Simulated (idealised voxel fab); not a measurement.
Process module under the name voxel capacitor over wiring
275 nm wide, 5 nm square cells: that's cross-section cut.
Think of the cross-section as a grid of square cells. We describe it in bands, top to bottom, and each band covers one or more rows of those cells.
Per band: top height and bottom height in nm, followed by the left-to-right materials and their widths in nm; "full width" marks a single material spanning edge to edge, "empty" marks empty space.
Where do heights start? At 0: under that level the wafer as delivered is made of one material only. And the lowest band has no floor; it just carries on downward, as in "top 0, no bottom".
You'd read "30..40" like this: the band's top row of cells is as wide as the first number, its bottom row is as wide as the second, and going down, every row changes width by the same amount as the row before did.
The designation "nothing was modified", where it is given for a processing step, indicates that no cell of the cross-section was altered in the course of that step.
Each empty space that has no open way to the top and spans at least 8 cells appears under "Closed void listing" as width x height at distance, the distance counted from the left edge, all in nm.
Post-settings text on a step line: simulator's own remark regarding the step.
overlay nm: mask right of planned place by this much (step with mask). Neg. = left.

Here's what the planned process steps look like:
step 1: RECEIVE with material Si
step 2: CONFORMAL_DEP with material SiO2, thk nm 10
step 3: DIRECTIONAL_DEP with material TiN, thk nm 5
step 4: DIRECTIONAL_DEP with material W, thk nm 20
step 5: PATTERN with tone cover, mask id METAL_1, material resist, width nm 30, pitch nm 95, thk nm 15, overlay nm 0
step 6: DIRECTIONAL_ETCH with etch materials W, depth nm 20
step 7: DIRECTIONAL_ETCH with etch materials TiN, depth nm 5
step 8: STRIP with etch materials resist
step 9: FILL_DEP with material lowk, thk nm 10
step 10: CMP with height nm 35
step 11: CONFORMAL_DEP with material SiCN, thk nm 5
step 12: DIRECTIONAL_DEP with material lowk, thk nm 10
step 13: DIRECTIONAL_DEP with material aC, thk nm 15
step 14: PATTERN with tone open, mask id PLUG_1, material resist, width nm 15, thk nm 35, overlay nm 0
step 15: DIRECTIONAL_ETCH with etch materials aC, depth nm 15
step 16: STRIP with etch materials resist
step 17: DIRECTIONAL_ETCH with etch materials lowk, depth nm 10
step 18: DIRECTIONAL_ETCH with etch materials SiCN, depth nm 5
step 19: STRIP with etch materials aC
step 20: EPI with material Ru, thk nm 10
step 21: EPI with material Ru, thk nm 5
step 22: DIRECTIONAL_DEP with material TiN, thk nm 10
step 23: DIRECTIONAL_DEP with material SiN, thk nm 5
step 24: DIRECTIONAL_DEP with material TiN, thk nm 5
step 25: MASKED_ETCH with tone cover, mask id UPPER_PLATE, width nm 70, etch materials TiN, depth nm 5, overlay nm 0
step 26: MASKED_ETCH with tone cover, mask id UPPER_PLATE, width nm 70, etch materials SiN, depth nm 5, overlay nm 0
step 27: MASKED_ETCH with tone cover, mask id LOWER_PLATE, width nm 80, etch materials TiN, depth nm 10, overlay nm 0
step 28: FILL_DEP with material SiO2, thk nm 15
step 29: CMP with height nm 80
step 30: DIRECTIONAL_DEP with material aC, thk nm 10
step 31: PATTERN with tone open, mask id PLUG_2, material resist, width nm 15, thk nm 25, overlay nm 0
step 32: DIRECTIONAL_ETCH with etch materials aC, depth nm 10
step 33: STRIP with etch materials resist
step 34: DIRECTIONAL_ETCH with etch materials SiO2, depth nm 10
step 35: STRIP with etch materials aC
step 36: CONFORMAL_DEP with material TiN, thk nm 5
step 37: FILL_DEP with material Cu, thk nm 10
step 38: CMP with height nm 80
step 39: CONFORMAL_DEP with material SiCN, thk nm 5

First of two wafers, processed according to plan:

Received-state cross-section, reflecting completion of step 1:
> top 0, no bottom  Si full width
> Closed void listing: none

Wafer section view after processing step 2:
> top 10, bottom 0  SiO2 full width
> Below 0 it's all the same as before, nothing changed down there.

Wafer section view after processing step 3:
> top 15, bottom 10  TiN full width
> Below 10 it's all the same as before, nothing changed down there.

Wafer section view after processing step 4:
> top 35, bottom 15  W full width
> Below 15 it's all the same as before, nothing changed down there.

Wafer section view after processing step 5:
> top 50, bottom 35  empty: 75, then resist: 30, then empty: 65, then resist: 30, then empty: 75
> Below 35 it's all the same as before, nothing changed down there.

Wafer section view after processing step 6:
> top 50, bottom 35  empty: 75, then resist: 30, then empty: 65, then resist: 30, then empty: 75
> top 35, bottom 15  empty: 75, then W: 30, then empty: 65, then W: 30, then empty: 75
> Below 15 it's all the same as before, nothing changed down there.

Wafer section view after processing step 7:
> top 50, bottom 35  empty: 75, then resist: 30, then empty: 65, then resist: 30, then empty: 75
> top 35, bottom 15  empty: 75, then W: 30, then empty: 65, then W: 30, then empty: 75
> top 15, bottom 10  empty: 75, then TiN: 30, then empty: 65, then TiN: 30, then empty: 75
> Below 10 it's all the same as before, nothing changed down there.

Wafer section view after processing step 8:
> top 35, bottom 15  empty: 75, then W: 30, then empty: 65, then W: 30, then empty: 75
> Below 15 it's all the same as before, nothing changed down there.

Wafer section view after processing step 9:
> top 45, bottom 35  lowk full width
> top 35, bottom 15  lowk: 75, then W: 30, then lowk: 65, then W: 30, then lowk: 75
> top 15, bottom 10  lowk: 75, then TiN: 30, then lowk: 65, then TiN: 30, then lowk: 75
> Below 10 it's all the same as before, nothing changed down there.

Wafer section view after processing step 10:
> top 35, bottom 15  lowk: 75, then W: 30, then lowk: 65, then W: 30, then lowk: 75
> Below 15 it's all the same as before, nothing changed down there.

Wafer section view after processing step 11:
> top 40, bottom 35  SiCN full width
> Below 35 it's all the same as before, nothing changed down there.

Wafer section view after processing step 12:
> top 50, bottom 40  lowk full width
> Below 40 it's all the same as before, nothing changed down there.

Wafer section view after processing step 13:
> top 65, bottom 50  aC full width
> Below 50 it's all the same as before, nothing changed down there.

Wafer section view after processing step 14:
> top 100, bottom 65  resist: 90, then empty: 15, then resist: 170
> Below 65 it's all the same as before, nothing changed down there.

Wafer section view after processing step 15:
> top 85, bottom 65  resist: 90, then empty: 15, then resist: 170
> top 65, bottom 50  aC: 90, then empty: 15, then aC: 170
> Below 50 it's all the same as before, nothing changed down there.

Wafer section view after processing step 16:
> top 65, bottom 50  aC: 90, then empty: 15, then aC: 170
> Below 50 it's all the same as before, nothing changed down there.

Wafer section view after processing step 17:
> top 65, bottom 50  aC: 90, then empty: 15, then aC: 170
> top 50, bottom 40  lowk: 90, then empty: 15, then lowk: 170
> Below 40 it's all the same as before, nothing changed down there.

Wafer section view after processing step 18:
> top 65, bottom 50  aC: 90, then empty: 15, then aC: 170
> top 50, bottom 40  lowk: 90, then empty: 15, then lowk: 170
> top 40, bottom 35  SiCN: 90, then empty: 15, then SiCN: 170
> Below 35 it's all the same as before, nothing changed down there.

Wafer section view after processing step 19:
> top 50, bottom 40  lowk: 90, then empty: 15, then lowk: 170
> Below 40 it's all the same as before, nothing changed down there.

Wafer section view after processing step 20:
> top 50, bottom 45  lowk: 90, then empty: 15, then lowk: 170
> top 45, bottom 40  lowk: 90, then Ru: 15, then lowk: 170
> top 40, bottom 35  SiCN: 90, then Ru: 15, then SiCN: 170
> Below 35 it's all the same as before, nothing changed down there.

Wafer section view after processing step 21:
> top 50, bottom 40  lowk: 90, then Ru: 15, then lowk: 170
> Below 40 it's all the same as before, nothing changed down there.

Wafer section view after processing step 22:
> top 60, bottom 50  TiN full width
> Below 50 it's all the same as before, nothing changed down there.

Wafer section view after processing step 23:
> top 65, bottom 60  SiN full width
> Below 60 it's all the same as before, nothing changed down there.

Wafer section view after processing step 24:
> top 70, bottom 65  TiN full width
> Below 65 it's all the same as before, nothing changed down there.

Wafer section view after processing step 25:
> top 70, bottom 65  empty: 90, then TiN: 70, then empty: 115
> Below 65 it's all the same as before, nothing changed down there.

Wafer section view after processing step 26:
> top 70, bottom 65  empty: 90, then TiN: 70, then empty: 115
> top 65, bottom 60  empty: 90, then SiN: 70, then empty: 115
> Below 60 it's all the same as before, nothing changed down there.

Wafer section view after processing step 27:
> top 70, bottom 65  empty: 90, then TiN: 70, then empty: 115
> top 65, bottom 60  empty: 90, then SiN: 70, then empty: 115
> top 60, bottom 50  empty: 85, then TiN: 80, then empty: 110
> Below 50 it's all the same as before, nothing changed down there.

Wafer section view after processing step 28:
> top 85, bottom 70  SiO2 full width
> top 70, bottom 65  SiO2: 90, then TiN: 70, then SiO2: 115
> top 65, bottom 60  SiO2: 90, then SiN: 70, then SiO2: 115
> top 60, bottom 50  SiO2: 85, then TiN: 80, then SiO2: 110
> Below 50 it's all the same as before, nothing changed down there.

Wafer section view after processing step 29:
> top 80, bottom 70  SiO2 full width
> Below 70 it's all the same as before, nothing changed down there.

Wafer section view after processing step 30:
> top 90, bottom 80  aC full width
> Below 80 it's all the same as before, nothing changed down there.

Wafer section view after processing step 31:
> top 115, bottom 90  resist: 100, then empty: 15, then resist: 160
> Below 90 it's all the same as before, nothing changed down there.

Wafer section view after processing step 32:
> top 105, bottom 90  resist: 100, then empty: 15, then resist: 160
> top 90, bottom 80  aC: 100, then empty: 15, then aC: 160
> Below 80 it's all the same as before, nothing changed down there.

Wafer section view after processing step 33:
> top 90, bottom 80  aC: 100, then empty: 15, then aC: 160
> Below 80 it's all the same as before, nothing changed down there.

Wafer section view after processing step 34:
> top 90, bottom 80  aC: 100, then empty: 15, then aC: 160
> top 80, bottom 70  SiO2: 100, then empty: 15, then SiO2: 160
> Below 70 it's all the same as before, nothing changed down there.

Wafer section view after processing step 35:
> top 80, bottom 70  SiO2: 100, then empty: 15, then SiO2: 160
> Below 70 it's all the same as before, nothing changed down there.

Wafer section view after processing step 36:
> top 85, bottom 80  TiN: 105, then empty: 5, then TiN: 165
> top 80, bottom 75  SiO2: 100, then TiN: 5, then empty: 5, then TiN: 5, then SiO2: 160
> top 75, bottom 65  SiO2: 100..90, then TiN: 15..70, then SiO2: 160..115
> Below 65 it's all the same as before, nothing changed down there.

Wafer section view after processing step 37:
> top 95, bottom 85  Cu full width
> top 85, bottom 80  TiN: 105, then Cu: 5, then TiN: 165
> top 80, bottom 75  SiO2: 100, then TiN: 5, then Cu: 5, then TiN: 5, then SiO2: 160
> Below 75 it's all the same as before, nothing changed down there.

Wafer section view after processing step 38:
> top 80, bottom 75  SiO2: 100, then TiN: 5, then Cu: 5, then TiN: 5, then SiO2: 160
> Below 75 it's all the same as before, nothing changed down there.

Wafer section view after processing step 39:
> top 85, bottom 80  SiCN full width
> Below 80 it's all the same as before, nothing changed down there.

Wafer two of two - same starting point, same process plan, one mistake in execution; matches wafer one up to and including step 2:

Cross-section, second wafer, at the end time the plan gives for step 3:
> top 30, bottom 10  W full width
> Below 10 it's all the same as before, nothing changed down there.

Cross-section, second wafer, at the end time the plan gives for step 4:
> top 35, bottom 30  TiN full width
> Below 30 it's all the same as before, nothing changed down there.

Cross-section, second wafer, at the end time the plan gives for step 5:
> top 50, bottom 35  empty: 75, then resist: 30, then empty: 65, then resist: 30, then empty: 75
> Below 35 it's all the same as before, nothing changed down there.

Cross-section, second wafer, at the end time the plan gives for step 6: nothing was modified

Cross-section, second wafer, at the end time the plan gives for step 7:
> top 50, bottom 35  empty: 75, then resist: 30, then empty: 65, then resist: 30, then empty: 75
> top 35, bottom 30  empty: 75, then TiN: 30, then empty: 65, then TiN: 30, then empty: 75
> Below 30 it's all the same as before, nothing changed down there.

Cross-section, second wafer, at the end time the plan gives for step 8:
> top 35, bottom 30  empty: 75, then TiN: 30, then empty: 65, then TiN: 30, then empty: 75
> Below 30 it's all the same as before, nothing changed down there.

Cross-section, second wafer, at the end time the plan gives for step 9:
> top 45, bottom 35  lowk full width
> top 35, bottom 30  lowk: 75, then TiN: 30, then lowk: 65, then TiN: 30, then lowk: 75
> Below 30 it's all the same as before, nothing changed down there.

Cross-section, second wafer, at the end time the plan gives for step 10:
> top 35, bottom 30  lowk: 75, then TiN: 30, then lowk: 65, then TiN: 30, then lowk: 75
> Below 30 it's all the same as before, nothing changed down there.

Cross-section, second wafer, at the end time the plan gives for step 11:
> top 40, bottom 35  SiCN full width
> Below 35 it's all the same as before, nothing changed down there.

Cross-section, second wafer, at the end time the plan gives for step 12:
> top 50, bottom 40  lowk full width
> Below 40 it's all the same as before, nothing changed down there.

Cross-section, second wafer, at the end time the plan gives for step 13:
> top 65, bottom 50  aC full width
> Below 50 it's all the same as before, nothing changed down there.

Cross-section, second wafer, at the end time the plan gives for step 14:
> top 100, bottom 65  resist: 90, then empty: 15, then resist: 170
> Below 65 it's all the same as before, nothing changed down there.

Cross-section, second wafer, at the end time the plan gives for step 15:
> top 85, bottom 65  resist: 90, then empty: 15, then resist: 170
> top 65, bottom 50  aC: 90, then empty: 15, then aC: 170
> Below 50 it's all the same as before, nothing changed down there.

Cross-section, second wafer, at the end time the plan gives for step 16:
> top 65, bottom 50  aC: 90, then empty: 15, then aC: 170
> Below 50 it's all the same as before, nothing changed down there.

Cross-section, second wafer, at the end time the plan gives for step 17:
> top 65, bottom 50  aC: 90, then empty: 15, then aC: 170
> top 50, bottom 40  lowk: 90, then empty: 15, then lowk: 170
> Below 40 it's all the same as before, nothing changed down there.

Cross-section, second wafer, at the end time the plan gives for step 18:
> top 65, bottom 50  aC: 90, then empty: 15, then aC: 170
> top 50, bottom 40  lowk: 90, then empty: 15, then lowk: 170
> top 40, bottom 35  SiCN: 90, then empty: 15, then SiCN: 170
> Below 35 it's all the same as before, nothing changed down there.

Cross-section, second wafer, at the end time the plan gives for step 19:
> top 50, bottom 40  lowk: 90, then empty: 15, then lowk: 170
> Below 40 it's all the same as before, nothing changed down there.

Cross-section, second wafer, at the end time the plan gives for step 20:
> top 50, bottom 45  lowk: 90, then empty: 15, then lowk: 170
> top 45, bottom 40  lowk: 90, then Ru: 15, then lowk: 170
> top 40, bottom 35  SiCN: 90, then Ru: 15, then SiCN: 170
> Below 35 it's all the same as before, nothing changed down there.

Cross-section, second wafer, at the end time the plan gives for step 21:
> top 50, bottom 40  lowk: 90, then Ru: 15, then lowk: 170
> Below 40 it's all the same as before, nothing changed down there.

Cross-section, second wafer, at the end time the plan gives for step 22:
> top 60, bottom 50  TiN full width
> Below 50 it's all the same as before, nothing changed down there.

Cross-section, second wafer, at the end time the plan gives for step 23:
> top 65, bottom 60  SiN full width
> Below 60 it's all the same as before, nothing changed down there.

Cross-section, second wafer, at the end time the plan gives for step 24:
> top 70, bottom 65  TiN full width
> Below 65 it's all the same as before, nothing changed down there.

Cross-section, second wafer, at the end time the plan gives for step 25:
> top 70, bottom 65  empty: 90, then TiN: 70, then empty: 115
> Below 65 it's all the same as before, nothing changed down there.

Cross-section, second wafer, at the end time the plan gives for step 26:
> top 70, bottom 65  empty: 90, then TiN: 70, then empty: 115
> top 65, bottom 60  empty: 90, then SiN: 70, then empty: 115
> Below 60 it's all the same as before, nothing changed down there.

Cross-section, second wafer, at the end time the plan gives for step 27:
> top 70, bottom 65  empty: 90, then TiN: 70, then empty: 115
> top 65, bottom 60  empty: 90, then SiN: 70, then empty: 115
> top 60, bottom 50  empty: 85, then TiN: 80, then empty: 110
> Below 50 it's all the same as before, nothing changed down there.

Cross-section, second wafer, at the end time the plan gives for step 28:
> top 85, bottom 70  SiO2 full width
> top 70, bottom 65  SiO2: 90, then TiN: 70, then SiO2: 115
> top 65, bottom 60  SiO2: 90, then SiN: 70, then SiO2: 115
> top 60, bottom 50  SiO2: 85, then TiN: 80, then SiO2: 110
> Below 50 it's all the same as before, nothing changed down there.

Cross-section, second wafer, at the end time the plan gives for step 29:
> top 80, bottom 70  SiO2 full width
> Below 70 it's all the same as before, nothing changed down there.

Cross-section, second wafer, at the end time the plan gives for step 30:
> top 90, bottom 80  aC full width
> Below 80 it's all the same as before, nothing changed down there.

Cross-section, second wafer, at the end time the plan gives for step 31:
> top 115, bottom 90  resist: 100, then empty: 15, then resist: 160
> Below 90 it's all the same as before, nothing changed down there.

Cross-section, second wafer, at the end time the plan gives for step 32:
> top 105, bottom 90  resist: 100, then empty: 15, then resist: 160
> top 90, bottom 80  aC: 100, then empty: 15, then aC: 160
> Below 80 it's all the same as before, nothing changed down there.

Cross-section, second wafer, at the end time the plan gives for step 33:
> top 90, bottom 80  aC: 100, then empty: 15, then aC: 160
> Below 80 it's all the same as before, nothing changed down there.

Cross-section, second wafer, at the end time the plan gives for step 34:
> top 90, bottom 80  aC: 100, then empty: 15, then aC: 160
> top 80, bottom 70  SiO2: 100, then empty: 15, then SiO2: 160
> Below 70 it's all the same as before, nothing changed down there.

Cross-section, second wafer, at the end time the plan gives for step 35:
> top 80, bottom 70  SiO2: 100, then empty: 15, then SiO2: 160
> Below 70 it's all the same as before, nothing changed down there.

Cross-section, second wafer, at the end time the plan gives for step 36:
> top 85, bottom 80  TiN: 105, then empty: 5, then TiN: 165
> top 80, bottom 75  SiO2: 100, then TiN: 5, then empty: 5, then TiN: 5, then SiO2: 160
> top 75, bottom 65  SiO2: 100..90, then TiN: 15..70, then SiO2: 160..115
> Below 65 it's all the same as before, nothing changed down there.

Cross-section, second wafer, at the end time the plan gives for step 37:
> top 95, bottom 85  Cu full width
> top 85, bottom 80  TiN: 105, then Cu: 5, then TiN: 165
> top 80, bottom 75  SiO2: 100, then TiN: 5, then Cu: 5, then TiN: 5, then SiO2: 160
> Below 75 it's all the same as before, nothing changed down there.

Cross-section, second wafer, at the end time the plan gives for step 38:
> top 80, bottom 75  SiO2: 100, then TiN: 5, then Cu: 5, then TiN: 5, then SiO2: 160
> Below 75 it's all the same as before, nothing changed down there.

Cross-section, second wafer, at the end time the plan gives for step 39:
> top 85, bottom 80  SiCN full width
> Below 80 it's all the same as before, nothing changed down there.
Heads up, the wafer didn't run the way we planned it: step 4 occupied the plan position of step 3, and the converse holds as well
Final cells, second wafer relative to first, materials higher or lower: W +172, lowk -172
